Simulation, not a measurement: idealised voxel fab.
process module | voxel transistor to metal
cross-section cut | 270 nm wide | cells 5 nm
A cross-section is a grid of square cells, given in bands from the top down. A band is one or more rows of cells.
Each band's line starts with the height of the band's top and of its bottom, in nm. Then come its materials from left to right, each with its width in nm. One material with "throughout" fills the band from edge to edge. "air" is empty space.
Height 0 is the level under which the wafer as received is all one material. The lowest band goes on downwards, as in "0 down".
A width such as "30 to 40" changes by the same amount from each row of cells to the next, from the band's top row to its bottom row.
"no change" after a step means that no cell of the cross-section changed.
closed voids: empty space of 8 cells or more with no open way to the top, each as width x height at its distance from the left edge, in nm
after a step's settings: what the simulator itself notes on the step
overlay nm, on a step with a mask: how far to the right of its planned place the mask lay; to the left if negative
plan
1 op RECEIVE | material Si
2 op CONFORMAL_DEP | material SiO2 | thk nm 5
3 op CONFORMAL_DEP | material SiN | thk nm 15
4 op DIRECTIONAL_DEP | material aC | thk nm 15
5 op PATTERN | tone cover | mask id ACTIVE | material resist | width nm 105 | pitch nm 135 | thk nm 30 | overlay nm 0
6 op DIRECTIONAL_ETCH | etch materials aC | depth nm 15
7 op STRIP | etch materials resist
8 op DIRECTIONAL_ETCH | etch materials SiN | depth nm 15
9 op DIRECTIONAL_ETCH | etch materials SiO2 | depth nm 5
10 op DIRECTIONAL_ETCH | etch materials Si | depth nm 25
11 op STRIP | etch materials aC
12 op OXIDIZE | depth nm 5
13 op FILL_DEP | material SiO2 | thk nm 5
14 op CMP | height nm 20
15 op SELECTIVE_ETCH | etch materials SiO2 | depth nm 5
16 op STRIP | etch materials SiN
17 op SELECTIVE_ETCH | etch materials SiO2 | depth nm 5
18 op OXIDIZE | depth nm 5
19 op DIRECTIONAL_DEP | material polySi | thk nm 20
20 op DIRECTIONAL_DEP | material SiCN | thk nm 10
21 op MASKED_ETCH | tone cover | mask id GATE | width nm 25 | pitch nm 135 | etch materials SiCN | depth nm 20 | overlay nm 0
22 op MASKED_ETCH | tone cover | mask id GATE | width nm 25 | pitch nm 135 | etch materials polySi | depth nm 30 | overlay nm 0
23 op CONFORMAL_DEP | material SiN | thk nm 5
24 op DIRECTIONAL_ETCH | etch materials SiN | depth nm 5
25 op DIRECTIONAL_ETCH | etch materials SiO2 | depth nm 5
26 op DIRECTIONAL_ETCH | etch materials Si | depth nm 10
27 op EPI | material pSi | thk nm 15
28 op FILL_DEP | material SiO2 | thk nm 10
29 op CMP | height nm 30
30 op DIRECTIONAL_DEP | material SiO2 | thk nm 10
31 op PATTERN | tone open | mask id CONTACT | material resist | width nm 25 | thk nm 20 | overlay nm 0
32 op DIRECTIONAL_ETCH | etch materials SiO2 | depth nm 40
33 op STRIP | etch materials resist
34 op CONFORMAL_DEP | material TiN | thk nm 5
35 op FILL_DEP | material Ru | thk nm 5
36 op CMP | height nm 40
37 op CONFORMAL_DEP | material SiN | thk nm 5
38 op DIRECTIONAL_DEP | material lowk | thk nm 25
39 op PATTERN | tone open | mask id METAL_1 | material resist | width nm 15 | thk nm 20 | overlay nm 0
40 op DIRECTIONAL_ETCH | etch materials lowk | depth nm 25
41 op DIRECTIONAL_ETCH | etch materials SiN | depth nm 5
42 op STRIP | etch materials resist
43 op CONFORMAL_DEP | material TiN | thk nm 5
44 op FILL_DEP | material Ru | thk nm 5
45 op CMP | height nm 70
46 op CONFORMAL_DEP | material SiCN | thk nm 5
first wafer, as planned
as received, after step 1
  0 down: Si throughout
  closed voids: none
after step 2
  5 to 0: SiO2 throughout
  below 0: unchanged
after step 3
  20 to 5: SiN throughout
  below 5: unchanged
after step 4
  35 to 20: aC throughout
  below 20: unchanged
after step 5
  65 to 35: air 15 | resist 105 | air 30 | resist 105 | air 15
  below 35: unchanged
after step 6
  50 to 35: air 15 | resist 105 | air 30 | resist 105 | air 15
  35 to 20: air 15 | aC 105 | air 30 | aC 105 | air 15
  below 20: unchanged
after step 7
  35 to 20: air 15 | aC 105 | air 30 | aC 105 | air 15
  below 20: unchanged
after step 8
  35 to 20: air 15 | aC 105 | air 30 | aC 105 | air 15
  20 to 5: air 15 | SiN 105 | air 30 | SiN 105 | air 15
  below 5: unchanged
after step 9
  35 to 20: air 15 | aC 105 | air 30 | aC 105 | air 15
  20 to 5: air 15 | SiN 105 | air 30 | SiN 105 | air 15
  5 to 0: air 15 | SiO2 105 | air 30 | SiO2 105 | air 15
  below 0: unchanged
after step 10
  35 to 20: air 15 | aC 105 | air 30 | aC 105 | air 15
  20 to 5: air 15 | SiN 105 | air 30 | SiN 105 | air 15
  5 to 0: air 15 | SiO2 105 | air 30 | SiO2 105 | air 15
  0 to -25: air 15 | Si 105 | air 30 | Si 105 | air 15
  below -25: unchanged
after step 11
  20 to 5: air 15 | SiN 105 | air 30 | SiN 105 | air 15
  below 5: unchanged
after step 12
  20 to 5: air 15 | SiN 105 | air 30 | SiN 105 | air 15
  5 to 0: air 15 | SiO2 105 | air 30 | SiO2 105 | air 15
  0 to -25: air 15 | SiO2 5 | Si 95 | SiO2 5 | air 30 | SiO2 5 | Si 95 | SiO2 5 | air 15
  -25 to -30: SiO2 20 | Si 95 | SiO2 40 | Si 95 | SiO2 20
  below -30: unchanged
after step 13
  25 to 20: SiO2 throughout
  20 to 5: SiO2 15 | SiN 105 | SiO2 30 | SiN 105 | SiO2 15
  5 to 0: SiO2 throughout
  0 to -30: SiO2 20 | Si 95 | SiO2 40 | Si 95 | SiO2 20
  below -30: unchanged
after step 14
  20 to 5: SiO2 15 | SiN 105 | SiO2 30 | SiN 105 | SiO2 15
  below 5: unchanged
after step 15
  20 to 15: air 15 | SiN 105 | air 30 | SiN 105 | air 15
  below 15: unchanged
after step 16
  15 to 5: SiO2 15 | air 105 | SiO2 30 | air 105 | SiO2 15
  below 5: unchanged
after step 17
  10 to 0: SiO2 10 | air 115 | SiO2 20 | air 115 | SiO2 10
  below 0: unchanged
after step 18
  10 to 0: SiO2 10 | air 115 | SiO2 20 | air 115 | SiO2 10
  0 to -5: SiO2 throughout
  below -5: unchanged
after step 19
  30 to 20: polySi 10 | air 115 | polySi 20 | air 115 | polySi 10
  20 to 10: polySi throughout
  10 to 0: SiO2 10 | polySi 115 | SiO2 20 | polySi 115 | SiO2 10
  below 0: unchanged
after step 20
  40 to 30: SiCN 10 | air 115 | SiCN 20 | air 115 | SiCN 10
  30 to 20: polySi 10 | SiCN 115 | polySi 20 | SiCN 115 | polySi 10
  below 20: unchanged
after step 21
  30 to 20: polySi 10 | air 45 | SiCN 25 | air 45 | polySi 20 | air 45 | SiCN 25 | air 45 | polySi 10
  below 20: unchanged
after step 22
  30 to 20: air 55 | SiCN 25 | air 110 | SiCN 25 | air 55
  20 to 10: air 55 | polySi 25 | air 110 | polySi 25 | air 55
  10 to 0: SiO2 10 | air 45 | polySi 25 | air 45 | SiO2 20 | air 45 | polySi 25 | air 45 | SiO2 10
  below 0: unchanged
after step 23
  35 to 30: air 50 | SiN 35 | air 100 | SiN 35 | air 50
  30 to 20: air 50 | SiN 5 | SiCN 25 | SiN 5 | air 100 | SiN 5 | SiCN 25 | SiN 5 | air 50
  20 to 15: air 50 | SiN 5 | polySi 25 | SiN 5 | air 100 | SiN 5 | polySi 25 | SiN 5 | air 50
  15 to 10: SiN 15 | air 35 | SiN 5 | polySi 25 | SiN 5 | air 35 | SiN 30 | air 35 | SiN 5 | polySi 25 | SiN 5 | air 35 | SiN 15
  10 to 5: SiO2 10 | SiN 5 | air 35 | SiN 5 | polySi 25 | SiN 5 | air 35 | SiN 5 | SiO2 20 | SiN 5 | air 35 | SiN 5 | polySi 25 | SiN 5 | air 35 | SiN 5 | SiO2 10
  5 to 0: SiO2 10 | SiN 45 | polySi 25 | SiN 45 | SiO2 20 | SiN 45 | polySi 25 | SiN 45 | SiO2 10
  below 0: unchanged
after step 24
  30 to 20: air 50 | SiN 5 | SiCN 25 | SiN 5 | air 100 | SiN 5 | SiCN 25 | SiN 5 | air 50
  20 to 10: air 50 | SiN 5 | polySi 25 | SiN 5 | air 100 | SiN 5 | polySi 25 | SiN 5 | air 50
  10 to 0: SiO2 10 | SiN 5 | air 35 | SiN 5 | polySi 25 | SiN 5 | air 35 | SiN 5 | SiO2 20 | SiN 5 | air 35 | SiN 5 | polySi 25 | SiN 5 | air 35 | SiN 5 | SiO2 10
  below 0: unchanged
after step 25
  30 to 20: air 50 | SiN 5 | SiCN 25 | SiN 5 | air 100 | SiN 5 | SiCN 25 | SiN 5 | air 50
  20 to 10: air 50 | SiN 5 | polySi 25 | SiN 5 | air 100 | SiN 5 | polySi 25 | SiN 5 | air 50
  10 to 5: air 10 | SiN 5 | air 35 | SiN 5 | polySi 25 | SiN 5 | air 35 | SiN 5 | air 20 | SiN 5 | air 35 | SiN 5 | polySi 25 | SiN 5 | air 35 | SiN 5 | air 10
  5 to 0: SiO2 10 | SiN 5 | air 35 | SiN 5 | polySi 25 | SiN 5 | air 35 | SiN 5 | SiO2 20 | SiN 5 | air 35 | SiN 5 | polySi 25 | SiN 5 | air 35 | SiN 5 | SiO2 10
  0 to -5: SiO2 15 | air 35 | SiO2 35 | air 35 | SiO2 30 | air 35 | SiO2 35 | air 35 | SiO2 15
  below -5: unchanged
after step 26
  30 to 20: air 50 | SiN 5 | SiCN 25 | SiN 5 | air 100 | SiN 5 | SiCN 25 | SiN 5 | air 50
  20 to 10: air 50 | SiN 5 | polySi 25 | SiN 5 | air 100 | SiN 5 | polySi 25 | SiN 5 | air 50
  10 to 5: air 10 | SiN 5 | air 35 | SiN 5 | polySi 25 | SiN 5 | air 35 | SiN 5 | air 20 | SiN 5 | air 35 | SiN 5 | polySi 25 | SiN 5 | air 35 | SiN 5 | air 10
  5 to 0: SiO2 10 | SiN 5 | air 35 | SiN 5 | polySi 25 | SiN 5 | air 35 | SiN 5 | SiO2 20 | SiN 5 | air 35 | SiN 5 | polySi 25 | SiN 5 | air 35 | SiN 5 | SiO2 10
  0 to -5: SiO2 15 | air 35 | SiO2 35 | air 35 | SiO2 30 | air 35 | SiO2 35 | air 35 | SiO2 15
  -5 to -15: SiO2 20 | air 30 | Si 35 | air 30 | SiO2 40 | air 30 | Si 35 | air 30 | SiO2 20
  below -15: unchanged
after step 27
  30 to 20: air 50 | SiN 5 | SiCN 25 | SiN 5 | air 100 | SiN 5 | SiCN 25 | SiN 5 | air 50
  20 to 10: air 50 | SiN 5 | polySi 25 | SiN 5 | air 100 | SiN 5 | polySi 25 | SiN 5 | air 50
  10 to 5: air 10 | SiN 5 | air 20 | pSi 15 | SiN 5 | polySi 25 | SiN 5 | pSi 15 | air 20 | SiN 5 | air 20 | SiN 5 | air 20 | pSi 15 | SiN 5 | polySi 25 | SiN 5 | pSi 15 | air 20 | SiN 5 | air 10
  5 to 0: SiO2 10 | SiN 5 | air 20 | pSi 15 | SiN 5 | polySi 25 | SiN 5 | pSi 15 | air 20 | SiN 5 | SiO2 20 | SiN 5 | air 20 | pSi 15 | SiN 5 | polySi 25 | SiN 5 | pSi 15 | air 20 | SiN 5 | SiO2 10
  0 to -5: SiO2 15 | pSi 35 | SiO2 35 | pSi 35 | SiO2 30 | pSi 35 | SiO2 35 | pSi 35 | SiO2 15
  -5 to -15: SiO2 20 | pSi 30 | Si 35 | pSi 30 | SiO2 40 | pSi 30 | Si 35 | pSi 30 | SiO2 20
  below -15: unchanged
after step 28
  40 to 30: SiO2 throughout
  30 to 20: SiO2 50 | SiN 5 | SiCN 25 | SiN 5 | SiO2 100 | SiN 5 | SiCN 25 | SiN 5 | SiO2 50
  20 to 10: SiO2 50 | SiN 5 | polySi 25 | SiN 5 | SiO2 100 | SiN 5 | polySi 25 | SiN 5 | SiO2 50
  10 to 0: SiO2 10 | SiN 5 | SiO2 20 | pSi 15 | SiN 5 | polySi 25 | SiN 5 | pSi 15 | SiO2 20 | SiN 5 | SiO2 20 | SiN 5 | SiO2 20 | pSi 15 | SiN 5 | polySi 25 | SiN 5 | pSi 15 | SiO2 20 | SiN 5 | SiO2 10
  below 0: unchanged
after step 29
  30 to 20: SiO2 50 | SiN 5 | SiCN 25 | SiN 5 | SiO2 100 | SiN 5 | SiCN 25 | SiN 5 | SiO2 50
  below 20: unchanged
after step 30
  40 to 30: SiO2 throughout
  below 30: unchanged
after step 31
  60 to 40: resist 25 | air 25 | resist 35 | air 25 | resist 50 | air 25 | resist 35 | air 25 | resist 25
  below 40: unchanged
after step 32
  60 to 40: resist 25 | air 25 | resist 35 | air 25 | resist 50 | air 25 | resist 35 | air 25 | resist 25
  40 to 30: SiO2 25 | air 25 | SiO2 35 | air 25 | SiO2 50 | air 25 | SiO2 35 | air 25 | SiO2 25
  30 to 20: SiO2 25 | air 25 | SiN 5 | SiCN 25 | SiN 5 | air 25 | SiO2 50 | air 25 | SiN 5 | SiCN 25 | SiN 5 | air 25 | SiO2 25
  20 to 10: SiO2 25 | air 25 | SiN 5 | polySi 25 | SiN 5 | air 25 | SiO2 50 | air 25 | SiN 5 | polySi 25 | SiN 5 | air 25 | SiO2 25
  10 to 0: SiO2 10 | SiN 5 | SiO2 10 | air 10 | pSi 15 | SiN 5 | polySi 25 | SiN 5 | pSi 15 | air 10 | SiO2 10 | SiN 5 | SiO2 20 | SiN 5 | SiO2 10 | air 10 | pSi 15 | SiN 5 | polySi 25 | SiN 5 | pSi 15 | air 10 | SiO2 10 | SiN 5 | SiO2 10
  below 0: unchanged
after step 33
  40 to 30: SiO2 25 | air 25 | SiO2 35 | air 25 | SiO2 50 | air 25 | SiO2 35 | air 25 | SiO2 25
  below 30: unchanged
after step 34
  45 to 40: TiN 30 | air 15 | TiN 45 | air 15 | TiN 60 | air 15 | TiN 45 | air 15 | TiN 30
  40 to 30: SiO2 25 | TiN 5 | air 15 | TiN 5 | SiO2 35 | TiN 5 | air 15 | TiN 5 | SiO2 50 | TiN 5 | air 15 | TiN 5 | SiO2 35 | TiN 5 | air 15 | TiN 5 | SiO2 25
  30 to 20: SiO2 25 | TiN 5 | air 15 | TiN 5 | SiN 5 | SiCN 25 | SiN 5 | TiN 5 | air 15 | TiN 5 | SiO2 50 | TiN 5 | air 15 | TiN 5 | SiN 5 | SiCN 25 | SiN 5 | TiN 5 | air 15 | TiN 5 | SiO2 25
  20 to 15: SiO2 25 | TiN 5 | air 15 | TiN 5 | SiN 5 | polySi 25 | SiN 5 | TiN 5 | air 15 | TiN 5 | SiO2 50 | TiN 5 | air 15 | TiN 5 | SiN 5 | polySi 25 | SiN 5 | TiN 5 | air 15 | TiN 5 | SiO2 25
  15 to 10: SiO2 25 | TiN 25 | SiN 5 | polySi 25 | SiN 5 | TiN 25 | SiO2 50 | TiN 25 | SiN 5 | polySi 25 | SiN 5 | TiN 25 | SiO2 25
  10 to 0: SiO2 10 | SiN 5 | SiO2 10 | TiN 10 | pSi 15 | SiN 5 | polySi 25 | SiN 5 | pSi 15 | TiN 10 | SiO2 10 | SiN 5 | SiO2 20 | SiN 5 | SiO2 10 | TiN 10 | pSi 15 | SiN 5 | polySi 25 | SiN 5 | pSi 15 | TiN 10 | SiO2 10 | SiN 5 | SiO2 10
  below 0: unchanged
after step 35
  50 to 45: Ru throughout
  45 to 40: TiN 30 | Ru 15 | TiN 45 | Ru 15 | TiN 60 | Ru 15 | TiN 45 | Ru 15 | TiN 30
  40 to 30: SiO2 25 | TiN 5 | Ru 15 | TiN 5 | SiO2 35 | TiN 5 | Ru 15 | TiN 5 | SiO2 50 | TiN 5 | Ru 15 | TiN 5 | SiO2 35 | TiN 5 | Ru 15 | TiN 5 | SiO2 25
  30 to 20: SiO2 25 | TiN 5 | Ru 15 | TiN 5 | SiN 5 | SiCN 25 | SiN 5 | TiN 5 | Ru 15 | TiN 5 | SiO2 50 | TiN 5 | Ru 15 | TiN 5 | SiN 5 | SiCN 25 | SiN 5 | TiN 5 | Ru 15 | TiN 5 | SiO2 25
  20 to 15: SiO2 25 | TiN 5 | Ru 15 | TiN 5 | SiN 5 | polySi 25 | SiN 5 | TiN 5 | Ru 15 | TiN 5 | SiO2 50 | TiN 5 | Ru 15 | TiN 5 | SiN 5 | polySi 25 | SiN 5 | TiN 5 | Ru 15 | TiN 5 | SiO2 25
  below 15: unchanged
after step 36
  40 to 30: SiO2 25 | TiN 5 | Ru 15 | TiN 5 | SiO2 35 | TiN 5 | Ru 15 | TiN 5 | SiO2 50 | TiN 5 | Ru 15 | TiN 5 | SiO2 35 | TiN 5 | Ru 15 | TiN 5 | SiO2 25
  below 30: unchanged
after step 37
  45 to 40: SiN throughout
  below 40: unchanged
after step 38
  70 to 45: lowk throughout
  below 45: unchanged
after step 39
  90 to 70: resist 25 | air 15 | resist 55 | air 15 | resist 50 | air 15 | resist 55 | air 15 | resist 25
  below 70: unchanged
after step 40
  90 to 70: resist 25 | air 15 | resist 55 | air 15 | resist 50 | air 15 | resist 55 | air 15 | resist 25
  70 to 45: lowk 25 | air 15 | lowk 55 | air 15 | lowk 50 | air 15 | lowk 55 | air 15 | lowk 25
  below 45: unchanged
after step 41
  90 to 70: resist 25 | air 15 | resist 55 | air 15 | resist 50 | air 15 | resist 55 | air 15 | resist 25
  70 to 45: lowk 25 | air 15 | lowk 55 | air 15 | lowk 50 | air 15 | lowk 55 | air 15 | lowk 25
  45 to 40: SiN 25 | air 15 | SiN 55 | air 15 | SiN 50 | air 15 | SiN 55 | air 15 | SiN 25
  below 40: unchanged
after step 42
  70 to 45: lowk 25 | air 15 | lowk 55 | air 15 | lowk 50 | air 15 | lowk 55 | air 15 | lowk 25
  below 45: unchanged
after step 43
  75 to 70: TiN 30 | air 5 | TiN 65 | air 5 | TiN 60 | air 5 | TiN 65 | air 5 | TiN 30
  70 to 45: lowk 25 | TiN 5 | air 5 | TiN 5 | lowk 55 | TiN 5 | air 5 | TiN 5 | lowk 50 | TiN 5 | air 5 | TiN 5 | lowk 55 | TiN 5 | air 5 | TiN 5 | lowk 25
  45 to 40: SiN 25 | TiN 15 | SiN 55 | TiN 15 | SiN 50 | TiN 15 | SiN 55 | TiN 15 | SiN 25
  below 40: unchanged
after step 44
  80 to 75: Ru throughout
  75 to 70: TiN 30 | Ru 5 | TiN 65 | Ru 5 | TiN 60 | Ru 5 | TiN 65 | Ru 5 | TiN 30
  70 to 45: lowk 25 | TiN 5 | Ru 5 | TiN 5 | lowk 55 | TiN 5 | Ru 5 | TiN 5 | lowk 50 | TiN 5 | Ru 5 | TiN 5 | lowk 55 | TiN 5 | Ru 5 | TiN 5 | lowk 25
  below 45: unchanged
after step 45
  70 to 45: lowk 25 | TiN 5 | Ru 5 | TiN 5 | lowk 55 | TiN 5 | Ru 5 | TiN 5 | lowk 50 | TiN 5 | Ru 5 | TiN 5 | lowk 55 | TiN 5 | Ru 5 | TiN 5 | lowk 25
  below 45: unchanged
after step 46
  75 to 70: SiCN throughout
  below 70: unchanged
second wafer: like start, like plan, one mistake. Through step 26 it matches the first wafer
when step 27 should have ended
  30 to 25: air 50 | SiN 5 | SiCN 25 | SiN 5 | air 100 | SiN 5 | SiCN 25 | SiN 5 | air 50
  25 to 20: air 20 | pSi 30 | SiN 5 | SiCN 25 | SiN 5 | pSi 30 | air 40 | pSi 30 | SiN 5 | SiCN 25 | SiN 5 | pSi 30 | air 20
  20 to 10: air 20 to 10 | pSi 30 to 40 | SiN 5 | polySi 25 | SiN 5 | pSi 30 to 40 | air 40 to 20 | pSi 30 to 40 | SiN 5 | polySi 25 | SiN 5 | pSi 30 to 40 | air 20 to 10
  10 to 5: air 10 | SiN 5 | pSi 35 | SiN 5 | polySi 25 | SiN 5 | pSi 35 | SiN 5 | air 20 | SiN 5 | pSi 35 | SiN 5 | polySi 25 | SiN 5 | pSi 35 | SiN 5 | air 10
  5 to 0: SiO2 10 | SiN 5 | pSi 35 | SiN 5 | polySi 25 | SiN 5 | pSi 35 | SiN 5 | SiO2 20 | SiN 5 | pSi 35 | SiN 5 | polySi 25 | SiN 5 | pSi 35 | SiN 5 | SiO2 10
  0 to -5: SiO2 15 | pSi 35 | SiO2 35 | pSi 35 | SiO2 30 | pSi 35 | SiO2 35 | pSi 35 | SiO2 15
  -5 to -15: SiO2 20 | pSi 30 | Si 35 | pSi 30 | SiO2 40 | pSi 30 | Si 35 | pSi 30 | SiO2 20
  below -15: unchanged
when step 28 should have ended
  40 to 30: SiO2 throughout
  30 to 25: SiO2 50 | SiN 5 | SiCN 25 | SiN 5 | SiO2 100 | SiN 5 | SiCN 25 | SiN 5 | SiO2 50
  25 to 20: SiO2 20 | pSi 30 | SiN 5 | SiCN 25 | SiN 5 | pSi 30 | SiO2 40 | pSi 30 | SiN 5 | SiCN 25 | SiN 5 | pSi 30 | SiO2 20
  20 to 10: SiO2 20 to 10 | pSi 30 to 40 | SiN 5 | polySi 25 | SiN 5 | pSi 30 to 40 | SiO2 40 to 20 | pSi 30 to 40 | SiN 5 | polySi 25 | SiN 5 | pSi 30 to 40 | SiO2 20 to 10
  10 to 0: SiO2 10 | SiN 5 | pSi 35 | SiN 5 | polySi 25 | SiN 5 | pSi 35 | SiN 5 | SiO2 20 | SiN 5 | pSi 35 | SiN 5 | polySi 25 | SiN 5 | pSi 35 | SiN 5 | SiO2 10
  below 0: unchanged
when step 29 should have ended
  30 to 25: SiO2 50 | SiN 5 | SiCN 25 | SiN 5 | SiO2 100 | SiN 5 | SiCN 25 | SiN 5 | SiO2 50
  below 25: unchanged
when step 30 should have ended
  40 to 30: SiO2 throughout
  below 30: unchanged
when step 31 should have ended
  60 to 40: resist 25 | air 25 | resist 35 | air 25 | resist 50 | air 25 | resist 35 | air 25 | resist 25
  below 40: unchanged
when step 32 should have ended
  60 to 40: resist 25 | air 25 | resist 35 | air 25 | resist 50 | air 25 | resist 35 | air 25 | resist 25
  40 to 30: SiO2 25 | air 25 | SiO2 35 | air 25 | SiO2 50 | air 25 | SiO2 35 | air 25 | SiO2 25
  30 to 25: SiO2 25 | air 25 | SiN 5 | SiCN 25 | SiN 5 | air 25 | SiO2 50 | air 25 | SiN 5 | SiCN 25 | SiN 5 | air 25 | SiO2 25
  below 25: unchanged
when step 33 should have ended
  40 to 30: SiO2 25 | air 25 | SiO2 35 | air 25 | SiO2 50 | air 25 | SiO2 35 | air 25 | SiO2 25
  below 30: unchanged
when step 34 should have ended
  45 to 40: TiN 30 | air 15 | TiN 45 | air 15 | TiN 60 | air 15 | TiN 45 | air 15 | TiN 30
  40 to 30: SiO2 25 | TiN 5 | air 15 | TiN 5 | SiO2 35 | TiN 5 | air 15 | TiN 5 | SiO2 50 | TiN 5 | air 15 | TiN 5 | SiO2 35 | TiN 5 | air 15 | TiN 5 | SiO2 25
  30 to 25: SiO2 25 | TiN 25 | SiN 5 | SiCN 25 | SiN 5 | TiN 25 | SiO2 50 | TiN 25 | SiN 5 | SiCN 25 | SiN 5 | TiN 25 | SiO2 25
  below 25: unchanged
when step 35 should have ended
  50 to 45: Ru throughout
  45 to 40: TiN 30 | Ru 15 | TiN 45 | Ru 15 | TiN 60 | Ru 15 | TiN 45 | Ru 15 | TiN 30
  40 to 30: SiO2 25 | TiN 5 | Ru 15 | TiN 5 | SiO2 35 | TiN 5 | Ru 15 | TiN 5 | SiO2 50 | TiN 5 | Ru 15 | TiN 5 | SiO2 35 | TiN 5 | Ru 15 | TiN 5 | SiO2 25
  below 30: unchanged
when step 36 should have ended
  40 to 30: SiO2 25 | TiN 5 | Ru 15 | TiN 5 | SiO2 35 | TiN 5 | Ru 15 | TiN 5 | SiO2 50 | TiN 5 | Ru 15 | TiN 5 | SiO2 35 | TiN 5 | Ru 15 | TiN 5 | SiO2 25
  below 30: unchanged
when step 37 should have ended
  45 to 40: SiN throughout
  below 40: unchanged
when step 38 should have ended
  70 to 45: lowk throughout
  below 45: unchanged
when step 39 should have ended
  90 to 70: resist 25 | air 15 | resist 55 | air 15 | resist 50 | air 15 | resist 55 | air 15 | resist 25
  below 70: unchanged
when step 40 should have ended
  90 to 70: resist 25 | air 15 | resist 55 | air 15 | resist 50 | air 15 | resist 55 | air 15 | resist 25
  70 to 45: lowk 25 | air 15 | lowk 55 | air 15 | lowk 50 | air 15 | lowk 55 | air 15 | lowk 25
  below 45: unchanged
when step 41 should have ended
  90 to 70: resist 25 | air 15 | resist 55 | air 15 | resist 50 | air 15 | resist 55 | air 15 | resist 25
  70 to 45: lowk 25 | air 15 | lowk 55 | air 15 | lowk 50 | air 15 | lowk 55 | air 15 | lowk 25
  45 to 40: SiN 25 | air 15 | SiN 55 | air 15 | SiN 50 | air 15 | SiN 55 | air 15 | SiN 25
  below 40: unchanged
when step 42 should have ended
  70 to 45: lowk 25 | air 15 | lowk 55 | air 15 | lowk 50 | air 15 | lowk 55 | air 15 | lowk 25
  below 45: unchanged
when step 43 should have ended
  75 to 70: TiN 30 | air 5 | TiN 65 | air 5 | TiN 60 | air 5 | TiN 65 | air 5 | TiN 30
  70 to 45: lowk 25 | TiN 5 | air 5 | TiN 5 | lowk 55 | TiN 5 | air 5 | TiN 5 | lowk 50 | TiN 5 | air 5 | TiN 5 | lowk 55 | TiN 5 | air 5 | TiN 5 | lowk 25
  45 to 40: SiN 25 | TiN 15 | SiN 55 | TiN 15 | SiN 50 | TiN 15 | SiN 55 | TiN 15 | SiN 25
  below 40: unchanged
when step 44 should have ended
  80 to 75: Ru throughout
  75 to 70: TiN 30 | Ru 5 | TiN 65 | Ru 5 | TiN 60 | Ru 5 | TiN 65 | Ru 5 | TiN 30
  70 to 45: lowk 25 | TiN 5 | Ru 5 | TiN 5 | lowk 55 | TiN 5 | Ru 5 | TiN 5 | lowk 50 | TiN 5 | Ru 5 | TiN 5 | lowk 55 | TiN 5 | Ru 5 | TiN 5 | lowk 25
  below 45: unchanged
when step 45 should have ended
  70 to 45: lowk 25 | TiN 5 | Ru 5 | TiN 5 | lowk 55 | TiN 5 | Ru 5 | TiN 5 | lowk 50 | TiN 5 | Ru 5 | TiN 5 | lowk 55 | TiN 5 | Ru 5 | TiN 5 | lowk 25
  below 45: unchanged
when step 46 should have ended
  75 to 70: SiCN throughout
  below 70: unchanged
what went wrong: step 27 was run twice
at the end the second wafer has, in cells: 36 fewer of Ru | 36 fewer of SiO2 | 40 fewer of TiN | 112 more of pSi
